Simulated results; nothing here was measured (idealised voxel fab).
Herein follows the process module entitled voxel tone inversion.
Each square cell in cross-section cut measures 5 nm, and the section as a whole is 285 nm wide.
Heads up, the way a cross-section reads in here is a grid of square cells, handed over as bands from the top down, with every band being one or more rows of cells.
Band: top and bottom heights (nm) first, top before bottom; then materials from left to right, widths in nm. "throughout" marks a sole material filling the band edge to edge. "blank" denotes empty space.
Heights from 0 (as-received wafer is one material below). Bottom band endless downward, as "0..down".
You'd read "30..40" like this: the band's top row of cells is as wide as the first number, its bottom row is as wide as the second, and going down, every row changes width by the same amount as the row before did.
Take "all unchanged" at face value: in the step it is given for, the cross-section changed in none of its cells.
Closed-off voids of 8+ cells (no open route to the top) go in "Sealed cavities", written width x height at distance from the left edge, in nm.
What comes after the settings on a step's line is commentary from the simulator itself on that step.
overlay nm: mask right of planned place by this much (step with mask). Neg. = left.
### Process steps foreseen in the plan
- 1: op RECEIVE | material Si
- 2: op CONFORMAL_DEP | material SiCN | thk nm 5
- 3: op DIRECTIONAL_DEP | material aC | thk nm 20
- 4: op PATTERN | tone cover | mask id POSTS | material resist | width nm 25 | pitch nm 50 | thk nm 30 | overlay nm 0
- 5: op DIRECTIONAL_ETCH | etch materials aC | depth nm 20
- 6: op STRIP | etch materials resist
- 7: op FILL_DEP | material lowk | thk nm 10
- 8: op CMP | height nm 25
- 9: op STRIP | etch materials aC
- 10: op CONFORMAL_DEP | material TiN | thk nm 5
- 11: op FILL_DEP | material Ru | thk nm 10
- 12: op CMP | height nm 25
- 13: op CONFORMAL_DEP | material SiCN | thk nm 5
### Cross-section of the incoming wafer, state after step 1
  0..down | Si throughout
  Sealed cavities: none
### First of two wafers, end-of-module section, run followed plan
  30..25 | SiCN throughout
  25..10 | lowk 80 nm | TiN 5 nm | Ru 15 nm | TiN 5 nm | lowk 25 nm | TiN 5 nm | Ru 15 nm | TiN 5 nm | lowk 25 nm | TiN 5 nm | Ru 15 nm | TiN 5 nm | lowk 80 nm
  10..5 | lowk 80 nm | TiN 25 nm | lowk 25 nm | TiN 25 nm | lowk 25 nm | TiN 25 nm | lowk 80 nm
  5..0 | SiCN throughout
  0..down | Si throughout
  Sealed cavities: none
### End of module, second wafer, cross-section. Started like the first, planned like the first, run with one mistake
  30..25 | SiCN throughout
  25..10 | lowk 85 nm | TiN 5 nm | Ru 15 nm | TiN 5 nm | lowk 25 nm | TiN 5 nm | Ru 15 nm | TiN 5 nm | lowk 25 nm | TiN 5 nm | Ru 15 nm | TiN 5 nm | lowk 75 nm
  10..5 | lowk 85 nm | TiN 25 nm | lowk 25 nm | TiN 25 nm | lowk 25 nm | TiN 25 nm | lowk 75 nm
  5..0 | SiCN throughout
  0..down | Si throughout
  Sealed cavities: none
Deviation from plan: step 4 ran as: op PATTERN | tone cover | mask id POSTS | material resist | width nm 25 | pitch nm 50 | thk nm 30 | overlay nm 5
At the end, the second wafer has the same number of cells of each material as the first, but those cells sit in other places.
